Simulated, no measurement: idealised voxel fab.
process module | voxel released beams
cross-section cut | 240 nm wide | cells 5 nm
A cross-section is a grid of square cells, given in bands from the top down. A band is one or more rows of cells.
Each band's line starts with the height of the band's top and of its bottom, in nm. Then come its materials from left to right, each with its width in nm. One material with "throughout" fills the band from edge to edge. "air" is empty space.
Height 0 is the level under which the wafer as received is all one material. The lowest band goes on downwards, as in "0 down".
A width such as "30 to 40" changes by the same amount from each row of cells to the next, from the band's top row to its bottom row.
"no change" after a step means that no cell of the cross-section changed.
closed voids: empty space of 8 cells or more with no open way to the top, each as width x height at its distance from the left edge, in nm
after a step's settings: what the simulator itself notes on the step
overlay nm, on a step with a mask: how far to the right of its planned place the mask lay; to the left if negative
plan
1 op RECEIVE | material Si
2 op CONFORMAL_DEP | material Al2O3 | thk nm 10
3 op DIRECTIONAL_DEP | material SiO2 | thk nm 10
4 op DIRECTIONAL_DEP | material aC | thk nm 15
5 op PATTERN | tone open | mask id ANCHOR | material resist | width nm 45 | thk nm 35 | overlay nm 0
6 op DIRECTIONAL_ETCH | etch materials aC | depth nm 15
7 op STRIP | etch materials resist
8 op DIRECTIONAL_ETCH | etch materials SiO2 | depth nm 10
9 op STRIP | etch materials aC
10 op CONFORMAL_DEP | material W | thk nm 15
11 op DIRECTIONAL_DEP | material aC | thk nm 15
12 op PATTERN | tone cover | mask id BEAM | material resist | width nm 110 | thk nm 30 | overlay nm 0
13 op DIRECTIONAL_ETCH | etch materials aC | depth nm 15
14 op STRIP | etch materials resist
15 op DIRECTIONAL_ETCH | etch materials W | depth nm 15
16 op STRIP | etch materials aC
17 op STRIP | etch materials SiO2
first wafer, as planned
as received, after step 1
  0 down: Si throughout
  closed voids: none
after step 2
  10 to 0: Al2O3 throughout
  below 0: unchanged
after step 3
  20 to 10: SiO2 throughout
  below 10: unchanged
after step 4
  35 to 20: aC throughout
  below 20: unchanged
after step 5
  70 to 35: resist 65 | air 45 | resist 130
  below 35: unchanged
after step 6
  55 to 35: resist 65 | air 45 | resist 130
  35 to 20: aC 65 | air 45 | aC 130
  below 20: unchanged
after step 7
  35 to 20: aC 65 | air 45 | aC 130
  below 20: unchanged
after step 8
  35 to 20: aC 65 | air 45 | aC 130
  20 to 10: SiO2 65 | air 45 | SiO2 130
  below 10: unchanged
after step 9
  20 to 10: SiO2 65 | air 45 | SiO2 130
  below 10: unchanged
after step 10
  35 to 25: W 80 | air 15 | W 145
  25 to 20: W throughout
  20 to 10: SiO2 65 | W 45 | SiO2 130
  below 10: unchanged
after step 11
  50 to 40: aC 80 | air 15 | aC 145
  40 to 35: aC throughout
  35 to 25: W 80 | aC 15 | W 145
  below 25: unchanged
after step 12
  80 to 50: air 60 | resist 110 | air 70
  50 to 40: aC 80 | resist 15 | aC 145
  below 40: unchanged
after step 13
  65 to 50: air 60 | resist 110 | air 70
  50 to 40: air 60 | aC 20 | resist 15 | aC 75 | air 70
  40 to 35: air 60 | aC 110 | air 70
  below 35: unchanged
after step 14
  50 to 40: air 60 | aC 20 | air 15 | aC 75 | air 70
  below 40: unchanged
after step 15
  50 to 40: air 60 | aC 20 | air 15 | aC 75 | air 70
  40 to 35: air 60 | aC 110 | air 70
  35 to 25: air 60 | W 20 | aC 15 | W 75 | air 70
  25 to 20: air 60 | W 110 | air 70
  below 20: unchanged
after step 16
  35 to 25: air 60 | W 20 | air 15 | W 75 | air 70
  below 25: unchanged
after step 17
  35 to 25: air 60 | W 20 | air 15 | W 75 | air 70
  25 to 20: air 60 | W 110 | air 70
  20 to 10: air 65 | W 45 | air 130
  below 10: unchanged
second wafer: like start, like plan, one mistake. Through step 1 it matches the first wafer
when step 2 should have ended: no change
when step 3 should have ended
  10 to 0: SiO2 throughout
  below 0: unchanged
when step 4 should have ended
  25 to 10: aC throughout
  below 10: unchanged
when step 5 should have ended
  60 to 25: resist 65 | air 45 | resist 130
  below 25: unchanged
when step 6 should have ended
  45 to 25: resist 65 | air 45 | resist 130
  25 to 10: aC 65 | air 45 | aC 130
  below 10: unchanged
when step 7 should have ended
  25 to 10: aC 65 | air 45 | aC 130
  below 10: unchanged
when step 8 should have ended
  25 to 10: aC 65 | air 45 | aC 130
  10 to 0: SiO2 65 | air 45 | SiO2 130
  below 0: unchanged
when step 9 should have ended
  10 to 0: SiO2 65 | air 45 | SiO2 130
  below 0: unchanged
when step 10 should have ended
  25 to 15: W 80 | air 15 | W 145
  15 to 10: W throughout
  10 to 0: SiO2 65 | W 45 | SiO2 130
  below 0: unchanged
when step 11 should have ended
  40 to 30: aC 80 | air 15 | aC 145
  30 to 25: aC throughout
  25 to 15: W 80 | aC 15 | W 145
  below 15: unchanged
when step 12 should have ended
  70 to 40: air 60 | resist 110 | air 70
  40 to 30: aC 80 | resist 15 | aC 145
  below 30: unchanged
when step 13 should have ended
  55 to 40: air 60 | resist 110 | air 70
  40 to 30: air 60 | aC 20 | resist 15 | aC 75 | air 70
  30 to 25: air 60 | aC 110 | air 70
  below 25: unchanged
when step 14 should have ended
  40 to 30: air 60 | aC 20 | air 15 | aC 75 | air 70
  below 30: unchanged
when step 15 should have ended
  40 to 30: air 60 | aC 20 | air 15 | aC 75 | air 70
  30 to 25: air 60 | aC 110 | air 70
  25 to 15: air 60 | W 20 | aC 15 | W 75 | air 70
  15 to 10: air 60 | W 110 | air 70
  below 10: unchanged
when step 16 should have ended
  25 to 15: air 60 | W 20 | air 15 | W 75 | air 70
  below 15: unchanged
when step 17 should have ended
  25 to 15: air 60 | W 20 | air 15 | W 75 | air 70
  15 to 10: air 60 | W 110 | air 70
  10 to 0: air 65 | W 45 | air 130
  below 0: unchanged
what went wrong: step 2 was left out
at the end the second wafer has, in cells: 96 fewer of Al2O3
